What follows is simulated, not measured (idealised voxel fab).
Proc. module: voxel self aligned vias
Section shown: cut. Width: 240 nm. Cell size: 5 nm, square.
Format of a cross-section: grid, square cells. Given as bands. Order: top down. Band: one or more rows of cells.
Band: top height; bottom height; in nm. Then, left to right: material with width in nm, for each material. "everywhere": a single material spanning edge to edge. "air": empty space.
All heights in this document are referenced to 0, defined as the level beneath which the wafer, as received, consists entirely of one material. The lowest band is not bounded below; it extends indefinitely downward and is written in the form "0..down".
You'd read "30..40" like this: the band's top row of cells is as wide as the first number, its bottom row is as wide as the second, and going down, every row changes width by the same amount as the row before did.
"no alteration" (step): cross-section cells unchanged, all of them.
If an empty space has no open way to the top and is at least 8 cells in size, "Sealed-off cavities" lists it, written width x height at distance, where distance is measured from the left edge and every value is in nm.
Post-settings text on a step line: simulator's own remark regarding the step.
A step's line can hold "overlay nm"; with a mask on that step, the setting says how far right of the planned place the mask lay, while a negative setting says it lay to the left.

[Below is the list of planned process steps]
1 RECEIVE,material Si
2 CONFORMAL_DEP,material SiO2,thk nm 15
3 CONFORMAL_DEP,material SiCN,thk nm 5
4 DIRECTIONAL_DEP,material SiO2,thk nm 30
5 DIRECTIONAL_DEP,material aC,thk nm 10
6 PATTERN,tone open,mask id LINES,material resist,width nm 20,pitch nm 50,thk nm 30,overlay nm 0
7 DIRECTIONAL_ETCH,etch materials aC,depth nm 10
8 STRIP,etch materials resist
9 DIRECTIONAL_ETCH,etch materials SiO2,depth nm 30
10 STRIP,etch materials aC
11 CONFORMAL_DEP,material TiN,thk nm 5
12 FILL_DEP,material Ru,thk nm 5
13 CMP,height nm 50
14 SELECTIVE_ETCH,etch materials W Ru TiN,depth nm 5
15 FILL_DEP,material SiN,thk nm 5
16 CMP,height nm 50
17 DIRECTIONAL_DEP,material SiO2,thk nm 20
18 PATTERN,tone open,mask id VIAS,material resist,width nm 30,pitch nm 100,thk nm 20,overlay nm 0
19 DIRECTIONAL_ETCH,etch materials SiO2,depth nm 20
20 DIRECTIONAL_ETCH,etch materials SiN,depth nm 5
21 STRIP,etch materials resist
22 CONFORMAL_DEP,material TiN,thk nm 5
23 FILL_DEP,material Cu,thk nm 5
24 CMP,height nm 70
25 CONFORMAL_DEP,material SiN,thk nm 5

[Cross-section of the wafer upon arrival, representing the state reached after step 1]
    0..down  Si everywhere
    Sealed-off cavities: none

[Below is the wafer in cross-section after the module was completed. It began from the starting point shown above and followed the plan shown above, except that one mistake was made while running it]
    75..70  SiN everywhere
    70..55  SiO2: 55, TiN: 5, Ru: 20, TiN: 5, SiO2: 70, TiN: 5, Ru: 20, TiN: 5, SiO2: 55
    55..50  SiO2: 55, TiN: 10, Ru: 10, TiN: 10, SiO2: 70, TiN: 10, Ru: 10, TiN: 10, SiO2: 55
    50..45  SiO2: 60, TiN: 20, SiO2: 30, SiN: 20, SiO2: 30, TiN: 20, SiO2: 60
    45..25  SiO2: 60, TiN: 5, Ru: 10, TiN: 5, SiO2: 30, TiN: 5, Ru: 10, TiN: 5, SiO2: 30, TiN: 5, Ru: 10, TiN: 5, SiO2: 60
    25..20  SiO2: 60, TiN: 20, SiO2: 30, TiN: 20, SiO2: 30, TiN: 20, SiO2: 60
    20..15  SiCN everywhere
    15..0  SiO2 everywhere
    0..down  Si everywhere
    Sealed-off cavities: none
What went wrong in running the wafer? it should be noted that step 23 was executed with settings other than those planned, the operation and settings actually applied being FILL_DEP,material Ru,thk nm 5
